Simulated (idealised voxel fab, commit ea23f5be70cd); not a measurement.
Process module name: voxel capacitor over wiring
Displayed cross-section: cut, width of 155 nm, square cells sized 5 nm.
A cross-section is written here as square cells arranged in a grid, and it is given in bands from the top down, each band taking up one or more rows of cells.
A band entry consists of two parts. The first gives the height of the band's top and the height of its bottom, in nm. The rest lists the band's materials from left to right, each with its width in nm. A single material labelled with the word "all across" fills the band from edge to edge, and the word "air" marks empty space.
It should be noted that heights are counted from 0, beneath which the wafer as supplied is of one material throughout, and that the lowest band possesses no lower boundary but continues downward, as written in "z 0 and below".
Quick explanation for "30 to 40": the width changes in equal steps down the rows of cells, from the first number in the band's top row to the second number in its bottom row.
No cell of the cross-section changed in a step that is given as "nothing different".
"Sealed void list": sealed empty spaces, 8 cells or more, no open way to top, listed width x height at distance, with distance from the left edge and width, height and distance in nm.
On a step's line, text after the settings is the simulator commenting on that step.
You can add "overlay nm" to a step's line. For a step with a mask, it describes how far the mask lay to the right of its planned position, and a negative number describes a lay to the left.
How should the pairs below be read? Each gives the cross-section before one process step and the cross-section after it, the latter drawn only to the lowest band that changed; the step that lies between them, with its settings, appears under the pair. Does a pair pick up where the pair above left off? Only where its entry headed "State on entry" says so, since pairs can come from different runs of this module on the same starting wafer.

State on entry
  z 50 to 40  lowk all across
  z 40 to 35  SiCN all across
  z 35 to 30  20 SiCN | 30 Ru | 50 SiCN | 30 Ru | 25 SiCN
  z 30 to 25  25 SiCN | 20 TiN | 60 SiCN | 20 TiN | 30 SiCN
  z 25 to 0  SiO2 all across
  z 0 and below  Si all across
  Sealed void list: none

Step Outcome
  z 50 to 40  30 lowk | 15 air | 110 lowk
  Note: structure below 40 unchanged.
  Sealed void list: none
Process step (between the before and after cross-sections above): MASKED_ETCH: tone open, mask id PLUG_1, width nm 15, etch materials lowk, depth nm 10, overlay nm 0

State on entry: it's just the after picture from the pair right above this one.

Step Outcome
  z 50 to 40  30 lowk | 15 air | 110 lowk
  z 40 to 35  30 SiCN | 15 air | 110 SiCN
  Note: structure below 35 unchanged.
  Sealed void list: none
Process step (between the before and after cross-sections above): MASKED_ETCH: tone open, mask id PLUG_1, width nm 15, etch materials SiCN, depth nm 5, overlay nm 0

State on entry: it's just the after picture from the pair right above this one.

Step Outcome
  z 55 to 50  35 TiN | 5 air | 115 TiN
  z 50 to 40  30 lowk | 5 TiN | 5 air | 5 TiN | 110 lowk
  z 40 to 35  30 SiCN | 15 TiN | 110 SiCN
  Note: structure below 35 unchanged.
  Sealed void list: none
Process step (between the before and after cross-sections above): CONFORMAL_DEP: material TiN, thk nm 5

State on entry: it's just the after picture from the pair right above this one.

Step Outcome
  z 60 to 55  W all across
  z 55 to 50  35 TiN | 5 W | 115 TiN
  z 50 to 40  30 lowk | 5 TiN | 5 W | 5 TiN | 110 lowk
  Note: structure below 40 unchanged.
  Sealed void list: none
Process step (between the before and after cross-sections above): FILL_DEP: material W, thk nm 5

State on entry: it's just the after picture from the pair right above this one.

Step Outcome
  z 50 to 40  30 lowk | 5 TiN | 5 W | 5 TiN | 110 lowk
  Note: structure below 40 unchanged.
  Sealed void list: none
Process step (between the before and after cross-sections above): CMP: height nm 50

State on entry: it's just the after picture from the pair right above this one.

Step Outcome
  z 55 to 50  TiN all across
  Note: structure below 50 unchanged.
  Sealed void list: none
Process step (between the before and after cross-sections above): DIRECTIONAL_DEP: material TiN, thk nm 5

State on entry: it's just the after picture from the pair right above this one.

Step Outcome
  z 60 to 55  HfO2 all across
  Note: structure below 55 unchanged.
  Sealed void list: none
Process step (between the before and after cross-sections above): DIRECTIONAL_DEP: material HfO2, thk nm 5

State on entry: it's just the after picture from the pair right above this one.

Step Outcome
  z 70 to 60  TiN all across
  Note: structure below 60 unchanged.
  Sealed void list: none
Process step (between the before and after cross-sections above): DIRECTIONAL_DEP: material TiN, thk nm 10

State on entry: it's just the after picture from the pair right above this one.

Step Outcome
  z 85 to 70  aC all across
  Note: structure below 70 unchanged.
  Sealed void list: none
Process step (between the before and after cross-sections above): DIRECTIONAL_DEP: material aC, thk nm 15

State on entry: it's just the after picture from the pair right above this one.

Step Outcome
  z 115 to 85  30 air | 65 resist | 60 air
  Note: structure below 85 unchanged.
  Sealed void list: none
Process step (between the before and after cross-sections above): PATTERN: tone cover, mask id UPPER_PLATE, material resist, width nm 65, thk nm 30, overlay nm 0

State on entry: it's just the after picture from the pair right above this one.

Step Outcome
  z 100 to 85  30 air | 65 resist | 60 air
  z 85 to 70  30 air | 65 aC | 60 air
  Note: structure below 70 unchanged.
  Sealed void list: none
Process step (between the before and after cross-sections above): DIRECTIONAL_ETCH: etch materials aC, depth nm 15

State on entry: it's just the after picture from the pair right above this one.

Step Outcome
  z 85 to 70  30 air | 65 aC | 60 air
  Note: structure below 70 unchanged.
  Sealed void list: none
Process step (between the before and after cross-sections above): STRIP: etch materials resist

State on entry: it's just the after picture from the pair right above this one.

Step Outcome
  z 85 to 70  30 air | 65 aC | 60 air
  z 70 to 60  30 air | 65 TiN | 60 air
  Note: structure below 60 unchanged.
  Sealed void list: none
Process step (between the before and after cross-sections above): DIRECTIONAL_ETCH: etch materials TiN, depth nm 10

State on entry: it's just the after picture from the pair right above this one.

Step Outcome
  z 85 to 70  30 air | 65 aC | 60 air
  z 70 to 60  30 air | 65 TiN | 60 air
  z 60 to 55  30 air | 65 HfO2 | 60 air
  Note: structure below 55 unchanged.
  Sealed void list: none
Process step (between the before and after cross-sections above): DIRECTIONAL_ETCH: etch materials HfO2, depth nm 5

State on entry: it's just the after picture from the pair right above this one.

Step Outcome
  z 70 to 60  30 air | 65 TiN | 60 air
  Note: structure below 60 unchanged.
  Sealed void list: none
Process step (between the before and after cross-sections above): STRIP: etch materials aC

State on entry: it's just the after picture from the pair right above this one.

Step Outcome
  z 70 to 60  30 air | 65 TiN | 60 air
  z 60 to 55  30 air | 65 HfO2 | 60 air
  z 55 to 50  25 air | 75 TiN | 55 air
  Note: structure below 50 unchanged.
  Sealed void list: none
Process step (between the before and after cross-sections above): MASKED_ETCH: tone cover, mask id LOWER_PLATE, width nm 75, etch materials TiN, depth nm 5, overlay nm 0

State on entry: it's just the after picture from the pair right above this one.

Step Outcome
  z 90 to 70  SiO2 all across
  z 70 to 60  30 SiO2 | 65 TiN | 60 SiO2
  z 60 to 55  30 SiO2 | 65 HfO2 | 60 SiO2
  z 55 to 50  25 SiO2 | 75 TiN | 55 SiO2
  Note: structure below 50 unchanged.
  Sealed void list: none
Process step (between the before and after cross-sections above): FILL_DEP: material SiO2, thk nm 20

State on entry: it's just the after picture from the pair right above this one.

Step Outcome
  z 85 to 70  SiO2 all across
  Note: structure below 70 unchanged.
  Sealed void list: none
Process step (between the before and after cross-sections above): CMP: height nm 85

State on entry: it's just the after picture from the pair right above this one.

Step Outcome
  z 100 to 85  aC all across
  Note: structure below 85 unchanged.
  Sealed void list: none
Process step (between the before and after cross-sections above): DIRECTIONAL_DEP: material aC, thk nm 15

State on entry: it's just the after picture from the pair right above this one.

Step Outcome
  z 130 to 100  40 resist | 15 air | 100 resist
  Note: structure below 100 unchanged.
  Sealed void list: none
Process step (between the before and after cross-sections above): PATTERN: tone open, mask id PLUG_2, material resist, width nm 15, thk nm 30, overlay nm 0

State on entry: it's just the after picture from the pair right above this one.

Step Outcome
  z 115 to 100  40 resist | 15 air | 100 resist
  z 100 to 85  40 aC | 15 air | 100 aC
  Note: structure below 85 unchanged.
  Sealed void list: none
Process step (between the before and after cross-sections above): DIRECTIONAL_ETCH: etch materials aC, depth nm 15

State on entry: it's just the after picture from the pair right above this one.

Step Outcome
  z 100 to 85  40 aC | 15 air | 100 aC
  Note: structure below 85 unchanged.
  Sealed void list: none
Process step (between the before and after cross-sections above): STRIP: etch materials resist

State on entry: it's just the after picture from the pair right above this one.

Step Outcome
  z 100 to 85  40 aC | 15 air | 100 aC
  z 85 to 70  40 SiO2 | 15 air | 100 SiO2
  Note: structure below 70 unchanged.
  Sealed void list: none
Process step (between the before and after cross-sections above): DIRECTIONAL_ETCH: etch materials SiO2, depth nm 15

State on entry: it's just the after picture from the pair right above this one.

Step Outcome
  z 85 to 70  40 SiO2 | 15 air | 100 SiO2
  Note: structure below 70 unchanged.
  Sealed void list: none
Process step (between the before and after cross-sections above): STRIP: etch materials aC

State on entry: it's just the after picture from the pair right above this one.

Step Outcome
  z 90 to 85  45 TiN | 5 air | 105 TiN
  z 85 to 75  40 SiO2 | 5 TiN | 5 air | 5 TiN | 100 SiO2
  z 75 to 70  40 SiO2 | 15 TiN | 100 SiO2
  Note: structure below 70 unchanged.
  Sealed void list: none
Process step (between the before and after cross-sections above): CONFORMAL_DEP: material TiN, thk nm 5

State on entry: it's just the after picture from the pair right above this one.

Step Outcome
  z 100 to 90  Cu all across
  z 90 to 85  45 TiN | 5 Cu | 105 TiN
  z 85 to 75  40 SiO2 | 5 TiN | 5 Cu | 5 TiN | 100 SiO2
  Note: structure below 75 unchanged.
  Sealed void list: none
Process step (between the before and after cross-sections above): FILL_DEP: material Cu, thk nm 10

State on entry: it's just the after picture from the pair right above this one.

Step Outcome
  z 85 to 75  40 SiO2 | 5 TiN | 5 Cu | 5 TiN | 100 SiO2
  Note: structure below 75 unchanged.
  Sealed void list: none
Process step (between the before and after cross-sections above): CMP: height nm 85

State on entry: it's just the after picture from the pair right above this one.

Step Outcome
  z 90 to 85  SiN all across
  Note: structure below 85 unchanged.
  Sealed void list: none
Process step (between the before and after cross-sections above): CONFORMAL_DEP: material SiN, thk nm 5

State on entry
  z 100 to 90  Cu all across
  z 90 to 85  45 TiN | 5 Cu | 105 TiN
  z 85 to 75  40 SiO2 | 5 TiN | 5 Cu | 5 TiN | 100 SiO2
  z 75 to 70  40 SiO2 | 15 TiN | 100 SiO2
  z 70 to 60  30 SiO2 | 65 TiN | 60 SiO2
  z 60 to 55  30 SiO2 | 65 HfO2 | 60 SiO2
  z 55 to 50  25 SiO2 | 75 TiN | 55 SiO2
  z 50 to 40  30 lowk | 5 TiN | 5 W | 5 TiN | 110 lowk
  z 40 to 35  30 SiCN | 15 TiN | 110 SiCN
  z 35 to 30  20 SiCN | 30 Ru | 50 SiCN | 30 Ru | 25 SiCN
  z 30 to 15  25 SiO2 | 5 TiN | 10 Ru | 5 TiN | 60 SiO2 | 5 TiN | 10 Ru | 5 TiN | 30 SiO2
  z 15 to 10  25 SiCN | 20 TiN | 60 SiCN | 20 TiN | 30 SiCN
  z 10 to 0  SiO2 all across
  z 0 and below  Si all across
  Sealed void list: none

Step Outcome
  z 95 to 90  Cu all across
  Note: structure below 90 unchanged.
  Sealed void list: none
Process step (between the before and after cross-sections above): CMP: height nm 95

State on entry: it's just the after picture from the pair right above this one.

Step Outcome
  z 100 to 95  SiN all across
  Note: structure below 95 unchanged.
  Sealed void list: none
Process step (between the before and after cross-sections above): CONFORMAL_DEP: material SiN, thk nm 5

State on entry
  z 50 to 40  lowk all across
  z 40 to 35  SiCN all across
  z 35 to 30  20 SiCN | 30 Ru | 50 SiCN | 30 Ru | 25 SiCN
  z 30 to 15  25 SiO2 | 5 TiN | 10 Ru | 5 TiN | 60 SiO2 | 5 TiN | 10 Ru | 5 TiN | 30 SiO2
  z 15 to 10  25 SiCN | 20 TiN | 60 SiCN | 20 TiN | 30 SiCN
  z 10 to 0  SiO2 all across
  z 0 and below  Si all across
  Sealed void list: none

Step Outcome
  z 50 to 40  30 lowk | 20 air | 105 lowk
  Note: structure below 40 unchanged.
  Sealed void list: none
Process step (between the before and after cross-sections above): MASKED_ETCH: tone open, mask id PLUG_1, width nm 20, etch materials lowk, depth nm 10, overlay nm 0

State on entry: it's just the after picture from the pair right above this one.

Step Outcome
  z 50 to 40  30 lowk | 20 air | 105 lowk
  z 40 to 35  30 SiCN | 15 air | 110 SiCN
  Note: structure below 35 unchanged.
  Sealed void list: none
Process step (between the before and after cross-sections above): MASKED_ETCH: tone open, mask id PLUG_1, width nm 15, etch materials SiCN, depth nm 5, overlay nm 0

State on entry: it's just the after picture from the pair right above this one.

Step Outcome
  z 55 to 50  35 TiN | 10 air | 110 TiN
  z 50 to 40  30 lowk | 5 TiN | 10 to 5 air | 5 to 10 TiN | 105 lowk
  z 40 to 35  30 SiCN | 15 TiN | 110 SiCN
  Note: structure below 35 unchanged.
  Sealed void list: none
Process step (between the before and after cross-sections above): CONFORMAL_DEP: material TiN, thk nm 5

State on entry: it's just the after picture from the pair right above this one.

Step Outcome
  z 60 to 55  W all across
  z 55 to 50  35 TiN | 10 W | 110 TiN
  z 50 to 40  30 lowk | 5 TiN | 10 to 5 W | 5 to 10 TiN | 105 lowk
  Note: structure below 40 unchanged.
  Sealed void list: none
Process step (between the before and after cross-sections above): FILL_DEP: material W, thk nm 5

State on entry: it's just the after picture from the pair right above this one.

Step Outcome
  z 50 to 40  30 lowk | 5 TiN | 10 to 5 W | 5 to 10 TiN | 105 lowk
  Note: structure below 40 unchanged.
  Sealed void list: none
Process step (between the before and after cross-sections above): CMP: height nm 50

State on entry: it's just the after picture from the pair right above this one.

Step Outcome
  z 55 to 50  TiN all across
  Note: structure below 50 unchanged.
  Sealed void list: none
Process step (between the before and after cross-sections above): DIRECTIONAL_DEP: material TiN, thk nm 5

State on entry: it's just the after picture from the pair right above this one.

Step Outcome
  z 60 to 55  HfO2 all across
  Note: structure below 55 unchanged.
  Sealed void list: none
Process step (between the before and after cross-sections above): DIRECTIONAL_DEP: material HfO2, thk nm 5

State on entry: it's just the after picture from the pair right above this one.

Step Outcome
  z 70 to 60  TiN all across
  Note: structure below 60 unchanged.
  Sealed void list: none
Process step (between the before and after cross-sections above): DIRECTIONAL_DEP: material TiN, thk nm 10

State on entry: it's just the after picture from the pair right above this one.

Step Outcome
  z 85 to 70  aC all across
  Note: structure below 70 unchanged.
  Sealed void list: none
Process step (between the before and after cross-sections above): DIRECTIONAL_DEP: material aC, thk nm 15

State on entry: it's just the after picture from the pair right above this one.

Step Outcome
  z 115 to 85  30 air | 65 resist | 60 air
  Note: structure below 85 unchanged.
  Sealed void list: none
Process step (between the before and after cross-sections above): PATTERN: tone cover, mask id UPPER_PLATE, material resist, width nm 65, thk nm 30, overlay nm 0

State on entry: it's just the after picture from the pair right above this one.

Step Outcome
  z 100 to 85  30 air | 65 resist | 60 air
  z 85 to 70  30 air | 65 aC | 60 air
  Note: structure below 70 unchanged.
  Sealed void list: none
Process step (between the before and after cross-sections above): DIRECTIONAL_ETCH: etch materials aC, depth nm 15

State on entry: it's just the after picture from the pair right above this one.

Step Outcome
  z 85 to 70  30 air | 65 aC | 60 air
  Note: structure below 70 unchanged.
  Sealed void list: none
Process step (between the before and after cross-sections above): STRIP: etch materials resist

State on entry: it's just the after picture from the pair right above this one.

Step Outcome
  z 85 to 70  30 air | 65 aC | 60 air
  z 70 to 60  30 air | 65 TiN | 60 air
  Note: structure below 60 unchanged.
  Sealed void list: none
Process step (between the before and after cross-sections above): DIRECTIONAL_ETCH: etch materials TiN, depth nm 10

State on entry: it's just the after picture from the pair right above this one.

Step Outcome
  z 85 to 70  30 air | 65 aC | 60 air
  z 70 to 60  30 air | 65 TiN | 60 air
  z 60 to 55  30 air | 65 HfO2 | 60 air
  Note: structure below 55 unchanged.
  Sealed void list: none
Process step (between the before and after cross-sections above): DIRECTIONAL_ETCH: etch materials HfO2, depth nm 5

State on entry: it's just the after picture from the pair right above this one.

Step Outcome
  z 70 to 60  30 air | 65 TiN | 60 air
  Note: structure below 60 unchanged.
  Sealed void list: none
Process step (between the before and after cross-sections above): STRIP: etch materials aC

State on entry: it's just the after picture from the pair right above this one.

Step Outcome
  z 70 to 60  30 air | 65 TiN | 60 air
  z 60 to 55  30 air | 65 HfO2 | 60 air
  z 55 to 50  25 air | 75 TiN | 55 air
  Note: structure below 50 unchanged.
  Sealed void list: none
Process step (between the before and after cross-sections above): MASKED_ETCH: tone cover, mask id LOWER_PLATE, width nm 75, etch materials TiN, depth nm 5, overlay nm 0

State on entry: it's just the after picture from the pair right above this one.

Step Outcome
  z 90 to 70  SiO2 all across
  z 70 to 60  30 SiO2 | 65 TiN | 60 SiO2
  z 60 to 55  30 SiO2 | 65 HfO2 | 60 SiO2
  z 55 to 50  25 SiO2 | 75 TiN | 55 SiO2
  Note: structure below 50 unchanged.
  Sealed void list: none
Process step (between the before and after cross-sections above): FILL_DEP: material SiO2, thk nm 20

State on entry: it's just the after picture from the pair right above this one.

Step Outcome
  z 85 to 70  SiO2 all across
  Note: structure below 70 unchanged.
  Sealed void list: none
Process step (between the before and after cross-sections above): CMP: height nm 85

State on entry: it's just the after picture from the pair right above this one.

Step Outcome
  z 100 to 85  aC all across
  Note: structure below 85 unchanged.
  Sealed void list: none
Process step (between the before and after cross-sections above): DIRECTIONAL_DEP: material aC, thk nm 15

State on entry: it's just the after picture from the pair right above this one.

Step Outcome
  z 130 to 100  40 resist | 15 air | 100 resist
  Note: structure below 100 unchanged.
  Sealed void list: none
Process step (between the before and after cross-sections above): PATTERN: tone open, mask id PLUG_2, material resist, width nm 15, thk nm 30, overlay nm 0

State on entry: it's just the after picture from the pair right above this one.

Step Outcome
  z 115 to 100  40 resist | 15 air | 100 resist
  z 100 to 85  40 aC | 15 air | 100 aC
  Note: structure below 85 unchanged.
  Sealed void list: none
Process step (between the before and after cross-sections above): DIRECTIONAL_ETCH: etch materials aC, depth nm 15

State on entry: it's just the after picture from the pair right above this one.

Step Outcome
  z 100 to 85  40 aC | 15 air | 100 aC
  Note: structure below 85 unchanged.
  Sealed void list: none
Process step (between the before and after cross-sections above): STRIP: etch materials resist

State on entry: it's just the after picture from the pair right above this one.

Step Outcome
  z 100 to 85  40 aC | 15 air | 100 aC
  z 85 to 70  40 SiO2 | 15 air | 100 SiO2
  Note: structure below 70 unchanged.
  Sealed void list: none
Process step (between the before and after cross-sections above): DIRECTIONAL_ETCH: etch materials SiO2, depth nm 15

State on entry: it's just the after picture from the pair right above this one.

Step Outcome
  z 85 to 70  40 SiO2 | 15 air | 100 SiO2
  Note: structure below 70 unchanged.
  Sealed void list: none
Process step (between the before and after cross-sections above): STRIP: etch materials aC

State on entry: it's just the after picture from the pair right above this one.

Step Outcome
  z 90 to 85  45 TiN | 5 air | 105 TiN
  z 85 to 75  40 SiO2 | 5 TiN | 5 air | 5 TiN | 100 SiO2
  z 75 to 70  40 SiO2 | 15 TiN | 100 SiO2
  Note: structure below 70 unchanged.
  Sealed void list: none
Process step (between the before and after cross-sections above): CONFORMAL_DEP: material TiN, thk nm 5

State on entry: it's just the after picture from the pair right above this one.

Step Outcome
  z 100 to 90  Cu all across
  z 90 to 85  45 TiN | 5 Cu | 105 TiN
  z 85 to 75  40 SiO2 | 5 TiN | 5 Cu | 5 TiN | 100 SiO2
  Note: structure below 75 unchanged.
  Sealed void list: none
Process step (between the before and after cross-sections above): FILL_DEP: material Cu, thk nm 10

State on entry: it's just the after picture from the pair right above this one.

Step Outcome
  z 85 to 75  40 SiO2 | 5 TiN | 5 Cu | 5 TiN | 100 SiO2
  Note: structure below 75 unchanged.
  Sealed void list: none
Process step (between the before and after cross-sections above): CMP: height nm 85

State on entry: it's just the after picture from the pair right above this one.

Step Outcome
  z 90 to 85  SiN all across
  Note: structure below 85 unchanged.
  Sealed void list: none
Process step (between the before and after cross-sections above): CONFORMAL_DEP: material SiN, thk nm 5

State on entry
  z 50 to 40  lowk all across
  z 40 to 35  SiCN all across
  z 35 to 30  20 SiCN | 30 Ru | 50 SiCN | 30 Ru | 25 SiCN
  z 30 to 15  25 SiO2 | 5 TiN | 10 Ru | 5 TiN | 60 SiO2 | 5 TiN | 10 Ru | 5 TiN | 30 SiO2
  z 15 to 10  25 SiCN | 20 TiN | 60 SiCN | 20 TiN | 30 SiCN
  z 10 to 0  SiO2 all across
  z 0 and below  Si all across
  Sealed void list: none

Step Outcome
  z 50 to 40  20 lowk | 15 air | 120 lowk
  Note: structure below 40 unchanged.
  Sealed void list: none
Process step (between the before and after cross-sections above): MASKED_ETCH: tone open, mask id PLUG_1, width nm 15, etch materials lowk, depth nm 10, overlay nm -10

State on entry: it's just the after picture from the pair right above this one.

Step Outcome
  z 50 to 40  20 lowk | 15 air | 120 lowk
  z 40 to 35  30 SiCN | 5 air | 120 SiCN
  Note: structure below 35 unchanged.
  Sealed void list: none
Process step (between the before and after cross-sections above): MASKED_ETCH: tone open, mask id PLUG_1, width nm 15, etch materials SiCN, depth nm 5, overlay nm 0

State on entry: it's just the after picture from the pair right above this one.

Step Outcome
  z 55 to 50  25 TiN | 5 air | 125 TiN
  z 50 to 45  20 lowk | 5 TiN | 5 air | 5 TiN | 120 lowk
  z 45 to 40  20 lowk | 15 TiN | 120 lowk
  z 40 to 35  30 SiCN | 5 TiN | 120 SiCN
  Note: structure below 35 unchanged.
  Sealed void list: none
Process step (between the before and after cross-sections above): CONFORMAL_DEP: material TiN, thk nm 5

State on entry: it's just the after picture from the pair right above this one.

Step Outcome
  z 60 to 55  W all across
  z 55 to 50  25 TiN | 5 W | 125 TiN
  z 50 to 45  20 lowk | 5 TiN | 5 W | 5 TiN | 120 lowk
  Note: structure below 45 unchanged.
  Sealed void list: none
Process step (between the before and after cross-sections above): FILL_DEP: material W, thk nm 5

State on entry: it's just the after picture from the pair right above this one.

Step Outcome
  z 50 to 45  20 lowk | 5 TiN | 5 W | 5 TiN | 120 lowk
  Note: structure below 45 unchanged.
  Sealed void list: none
Process step (between the before and after cross-sections above): CMP: height nm 50

State on entry: it's just the after picture from the pair right above this one.

Step Outcome
  z 55 to 50  TiN all across
  Note: structure below 50 unchanged.
  Sealed void list: none
Process step (between the before and after cross-sections above): DIRECTIONAL_DEP: material TiN, thk nm 5

State on entry: it's just the after picture from the pair right above this one.

Step Outcome
  z 60 to 55  HfO2 all across
  Note: structure below 55 unchanged.
  Sealed void list: none
Process step (between the before and after cross-sections above): DIRECTIONAL_DEP: material HfO2, thk nm 5

State on entry: it's just the after picture from the pair right above this one.

Step Outcome
  z 70 to 60  TiN all across
  Note: structure below 60 unchanged.
  Sealed void list: none
Process step (between the before and after cross-sections above): DIRECTIONAL_DEP: material TiN, thk nm 10

State on entry: it's just the after picture from the pair right above this one.

Step Outcome
  z 85 to 70  aC all across
  Note: structure below 70 unchanged.
  Sealed void list: none
Process step (between the before and after cross-sections above): DIRECTIONAL_DEP: material aC, thk nm 15

State on entry: it's just the after picture from the pair right above this one.

Step Outcome
  z 115 to 85  30 air | 65 resist | 60 air
  Note: structure below 85 unchanged.
  Sealed void list: none
Process step (between the before and after cross-sections above): PATTERN: tone cover, mask id UPPER_PLATE, material resist, width nm 65, thk nm 30, overlay nm 0

State on entry: it's just the after picture from the pair right above this one.

Step Outcome
  z 100 to 85  30 air | 65 resist | 60 air
  z 85 to 70  30 air | 65 aC | 60 air
  Note: structure below 70 unchanged.
  Sealed void list: none
Process step (between the before and after cross-sections above): DIRECTIONAL_ETCH: etch materials aC, depth nm 15

State on entry: it's just the after picture from the pair right above this one.

Step Outcome
  z 85 to 70  30 air | 65 aC | 60 air
  Note: structure below 70 unchanged.
  Sealed void list: none
Process step (between the before and after cross-sections above): STRIP: etch materials resist

State on entry: it's just the after picture from the pair right above this one.

Step Outcome
  z 85 to 70  30 air | 65 aC | 60 air
  z 70 to 60  30 air | 65 TiN | 60 air
  Note: structure below 60 unchanged.
  Sealed void list: none
Process step (between the before and after cross-sections above): DIRECTIONAL_ETCH: etch materials TiN, depth nm 10

State on entry: it's just the after picture from the pair right above this one.

Step Outcome
  z 85 to 70  30 air | 65 aC | 60 air
  z 70 to 60  30 air | 65 TiN | 60 air
  z 60 to 55  30 air | 65 HfO2 | 60 air
  Note: structure below 55 unchanged.
  Sealed void list: none
Process step (between the before and after cross-sections above): DIRECTIONAL_ETCH: etch materials HfO2, depth nm 5

State on entry: it's just the after picture from the pair right above this one.

Step Outcome
  z 70 to 60  30 air | 65 TiN | 60 air
  Note: structure below 60 unchanged.
  Sealed void list: none
Process step (between the before and after cross-sections above): STRIP: etch materials aC

State on entry: it's just the after picture from the pair right above this one.

Step Outcome
  z 70 to 60  30 air | 65 TiN | 60 air
  z 60 to 55  30 air | 65 HfO2 | 60 air
  z 55 to 50  25 air | 75 TiN | 55 air
  Note: structure below 50 unchanged.
  Sealed void list: none
Process step (between the before and after cross-sections above): MASKED_ETCH: tone cover, mask id LOWER_PLATE, width nm 75, etch materials TiN, depth nm 5, overlay nm 0

State on entry: it's just the after picture from the pair right above this one.

Step Outcome
  z 90 to 70  SiO2 all across
  z 70 to 60  30 SiO2 | 65 TiN | 60 SiO2
  z 60 to 55  30 SiO2 | 65 HfO2 | 60 SiO2
  z 55 to 50  25 SiO2 | 75 TiN | 55 SiO2
  Note: structure below 50 unchanged.
  Sealed void list: none
Process step (between the before and after cross-sections above): FILL_DEP: material SiO2, thk nm 20

State on entry: it's just the after picture from the pair right above this one.

Step Outcome
  z 85 to 70  SiO2 all across
  Note: structure below 70 unchanged.
  Sealed void list: none
Process step (between the before and after cross-sections above): CMP: height nm 85

State on entry: it's just the after picture from the pair right above this one.

Step Outcome
  z 100 to 85  aC all across
  Note: structure below 85 unchanged.
  Sealed void list: none
Process step (between the before and after cross-sections above): DIRECTIONAL_DEP: material aC, thk nm 15

State on entry: it's just the after picture from the pair right above this one.

Step Outcome
  z 130 to 100  40 resist | 15 air | 100 resist
  Note: structure below 100 unchanged.
  Sealed void list: none
Process step (between the before and after cross-sections above): PATTERN: tone open, mask id PLUG_2, material resist, width nm 15, thk nm 30, overlay nm 0

State on entry: it's just the after picture from the pair right above this one.

Step Outcome
  z 115 to 100  40 resist | 15 air | 100 resist
  z 100 to 85  40 aC | 15 air | 100 aC
  Note: structure below 85 unchanged.
  Sealed void list: none
Process step (between the before and after cross-sections above): DIRECTIONAL_ETCH: etch materials aC, depth nm 15

State on entry: it's just the after picture from the pair right above this one.

Step Outcome
  z 100 to 85  40 aC | 15 air | 100 aC
  Note: structure below 85 unchanged.
  Sealed void list: none
Process step (between the before and after cross-sections above): STRIP: etch materials resist

State on entry: it's just the after picture from the pair right above this one.

Step Outcome
  z 100 to 85  40 aC | 15 air | 100 aC
  z 85 to 70  40 SiO2 | 15 air | 100 SiO2
  Note: structure below 70 unchanged.
  Sealed void list: none
Process step (between the before and after cross-sections above): DIRECTIONAL_ETCH: etch materials SiO2, depth nm 15

State on entry: it's just the after picture from the pair right above this one.

Step Outcome
  z 85 to 70  40 SiO2 | 15 air | 100 SiO2
  Note: structure below 70 unchanged.
  Sealed void list: none
Process step (between the before and after cross-sections above): STRIP: etch materials aC

State on entry: it's just the after picture from the pair right above this one.

Step Outcome
  z 90 to 85  45 TiN | 5 air | 105 TiN
  z 85 to 75  40 SiO2 | 5 TiN | 5 air | 5 TiN | 100 SiO2
  z 75 to 70  40 SiO2 | 15 TiN | 100 SiO2
  Note: structure below 70 unchanged.
  Sealed void list: none
Process step (between the before and after cross-sections above): CONFORMAL_DEP: material TiN, thk nm 5

State on entry: it's just the after picture from the pair right above this one.

Step Outcome
  z 100 to 90  Cu all across
  z 90 to 85  45 TiN | 5 Cu | 105 TiN
  z 85 to 75  40 SiO2 | 5 TiN | 5 Cu | 5 TiN | 100 SiO2
  Note: structure below 75 unchanged.
  Sealed void list: none
Process step (between the before and after cross-sections above): FILL_DEP: material Cu, thk nm 10

State on entry: it's just the after picture from the pair right above this one.

Step Outcome
  z 85 to 75  40 SiO2 | 5 TiN | 5 Cu | 5 TiN | 100 SiO2
  Note: structure below 75 unchanged.
  Sealed void list: none
Process step (between the before and after cross-sections above): CMP: height nm 85

State on entry: it's just the after picture from the pair right above this one.

Step Outcome
  z 90 to 85  SiN all across
  Note: structure below 85 unchanged.
  Sealed void list: none
Process step (between the before and after cross-sections above): CONFORMAL_DEP: material SiN, thk nm 5

State on entry
  z 40 to 35  SiCN all across
  z 35 to 30  20 SiCN | 30 Ru | 50 SiCN | 30 Ru | 25 SiCN
  z 30 to 15  25 SiO2 | 5 TiN | 10 Ru | 5 TiN | 60 SiO2 | 5 TiN | 10 Ru | 5 TiN | 30 SiO2
  z 15 to 10  25 SiCN | 20 TiN | 60 SiCN | 20 TiN | 30 SiCN
  z 10 to 0  SiO2 all across
  z 0 and below  Si all across
  Sealed void list: none

Step Outcome
  z 50 to 40  aC all across
  Note: structure below 40 unchanged.
  Sealed void list: none
Process step (between the before and after cross-sections above): DIRECTIONAL_DEP: material aC, thk nm 10

State on entry: it's just the after picture from the pair right above this one.

Step Outcome
  z 55 to 50  TiN all across
  Note: structure below 50 unchanged.
  Sealed void list: none
Process step (between the before and after cross-sections above): CONFORMAL_DEP: material TiN, thk nm 5

State on entry: it's just the after picture from the pair right above this one.

Step Outcome
  z 60 to 55  W all across
  Note: structure below 55 unchanged.
  Sealed void list: none
Process step (between the before and after cross-sections above): FILL_DEP: material W, thk nm 5

State on entry: it's just the after picture from the pair right above this one.

Step Outcome
  z 50 to 40  aC all across
  Note: structure below 40 unchanged.
  Sealed void list: none
Process step (between the before and after cross-sections above): CMP: height nm 50

State on entry: it's just the after picture from the pair right above this one.

Step Outcome
  z 55 to 50  TiN all across
  Note: structure below 50 unchanged.
  Sealed void list: none
Process step (between the before and after cross-sections above): DIRECTIONAL_DEP: material TiN, thk nm 5

State on entry: it's just the after picture from the pair right above this one.

Step Outcome
  z 60 to 55  HfO2 all across
  Note: structure below 55 unchanged.
  Sealed void list: none
Process step (between the before and after cross-sections above): DIRECTIONAL_DEP: material HfO2, thk nm 5

State on entry: it's just the after picture from the pair right above this one.

Step Outcome
  z 70 to 60  TiN all across
  Note: structure below 60 unchanged.
  Sealed void list: none
Process step (between the before and after cross-sections above): DIRECTIONAL_DEP: material TiN, thk nm 10

State on entry: it's just the after picture from the pair right above this one.

Step Outcome
  z 85 to 70  aC all across
  Note: structure below 70 unchanged.
  Sealed void list: none
Process step (between the before and after cross-sections above): DIRECTIONAL_DEP: material aC, thk nm 15

State on entry: it's just the after picture from the pair right above this one.

Step Outcome
  z 115 to 85  30 air | 65 resist | 60 air
  Note: structure below 85 unchanged.
  Sealed void list: none
Process step (between the before and after cross-sections above): PATTERN: tone cover, mask id UPPER_PLATE, material resist, width nm 65, thk nm 30, overlay nm 0
